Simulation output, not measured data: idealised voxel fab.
process module | voxel tone inversion
cross-section cut | 200 nm wide | cells 5 nm
A cross-section is a grid of square cells, given in bands from the top down. A band is one or more rows of cells.
Each band's line starts with the height of the band's top and of its bottom, in nm. Then come its materials from left to right, each with its width in nm. One material with "throughout" fills the band from edge to edge. "air" is empty space.
Height 0 is the level under which the wafer as received is all one material. The lowest band goes on downwards, as in "0 down".
A width such as "30 to 40" changes by the same amount from each row of cells to the next, from the band's top row to its bottom row.
"no change" after a step means that no cell of the cross-section changed.
closed voids: empty space of 8 cells or more with no open way to the top, each as width x height at its distance from the left edge, in nm
after a step's settings: what the simulator itself notes on the step
overlay nm, on a step with a mask: how far to the right of its planned place the mask lay; to the left if negative
plan
1 op RECEIVE | material Si
2 op CONFORMAL_DEP | material SiN | thk nm 5
3 op DIRECTIONAL_DEP | material aC | thk nm 25
4 op PATTERN | tone cover | mask id POSTS | material resist | width nm 25 | pitch nm 50 | thk nm 35 | overlay nm 0
5 op DIRECTIONAL_ETCH | etch materials aC | depth nm 25
6 op STRIP | etch materials resist
7 op FILL_DEP | material SiO2 | thk nm 10
8 op CMP | height nm 30
9 op STRIP | etch materials aC
10 op CONFORMAL_DEP | material TiN | thk nm 5
11 op FILL_DEP | material Cu | thk nm 5
12 op CMP | height nm 30
13 op CONFORMAL_DEP | material SiN | thk nm 5
first wafer, as planned
as received, after step 1
  0 down: Si throughout
  closed voids: none
after step 2
  5 to 0: SiN throughout
  below 0: unchanged
after step 3
  30 to 5: aC throughout
  below 5: unchanged
after step 4
  65 to 30: air 60 | resist 25 | air 25 | resist 25 | air 65
  below 30: unchanged
after step 5
  40 to 30: air 60 | resist 25 | air 25 | resist 25 | air 65
  30 to 5: air 60 | aC 25 | air 25 | aC 25 | air 65
  below 5: unchanged
after step 6
  30 to 5: air 60 | aC 25 | air 25 | aC 25 | air 65
  below 5: unchanged
after step 7
  40 to 30: SiO2 throughout
  30 to 5: SiO2 60 | aC 25 | SiO2 25 | aC 25 | SiO2 65
  below 5: unchanged
after step 8
  30 to 5: SiO2 60 | aC 25 | SiO2 25 | aC 25 | SiO2 65
  below 5: unchanged
after step 9
  30 to 5: SiO2 60 | air 25 | SiO2 25 | air 25 | SiO2 65
  below 5: unchanged
after step 10
  35 to 30: TiN 65 | air 15 | TiN 35 | air 15 | TiN 70
  30 to 10: SiO2 60 | TiN 5 | air 15 | TiN 5 | SiO2 25 | TiN 5 | air 15 | TiN 5 | SiO2 65
  10 to 5: SiO2 60 | TiN 25 | SiO2 25 | TiN 25 | SiO2 65
  below 5: unchanged
after step 11
  40 to 35: Cu throughout
  35 to 30: TiN 65 | Cu 15 | TiN 35 | Cu 15 | TiN 70
  30 to 10: SiO2 60 | TiN 5 | Cu 15 | TiN 5 | SiO2 25 | TiN 5 | Cu 15 | TiN 5 | SiO2 65
  below 10: unchanged
after step 12
  30 to 10: SiO2 60 | TiN 5 | Cu 15 | TiN 5 | SiO2 25 | TiN 5 | Cu 15 | TiN 5 | SiO2 65
  below 10: unchanged
after step 13
  35 to 30: SiN throughout
  below 30: unchanged
second wafer: like start, like plan, one mistake. Through step 9 it matches the first wafer
when step 10 should have ended
  35 to 30: SiN 65 | air 15 | SiN 35 | air 15 | SiN 70
  30 to 10: SiO2 60 | SiN 5 | air 15 | SiN 5 | SiO2 25 | SiN 5 | air 15 | SiN 5 | SiO2 65
  10 to 5: SiO2 60 | SiN 25 | SiO2 25 | SiN 25 | SiO2 65
  below 5: unchanged
when step 11 should have ended
  40 to 35: Cu throughout
  35 to 30: SiN 65 | Cu 15 | SiN 35 | Cu 15 | SiN 70
  30 to 10: SiO2 60 | SiN 5 | Cu 15 | SiN 5 | SiO2 25 | SiN 5 | Cu 15 | SiN 5 | SiO2 65
  below 10: unchanged
when step 12 should have ended
  30 to 10: SiO2 60 | SiN 5 | Cu 15 | SiN 5 | SiO2 25 | SiN 5 | Cu 15 | SiN 5 | SiO2 65
  below 10: unchanged
when step 13 should have ended
  35 to 30: SiN throughout
  below 30: unchanged
what went wrong: step 10 ran as: op CONFORMAL_DEP | material SiN | thk nm 5
at the end the second wafer has, in cells: 26 more of SiN | 26 fewer of TiN
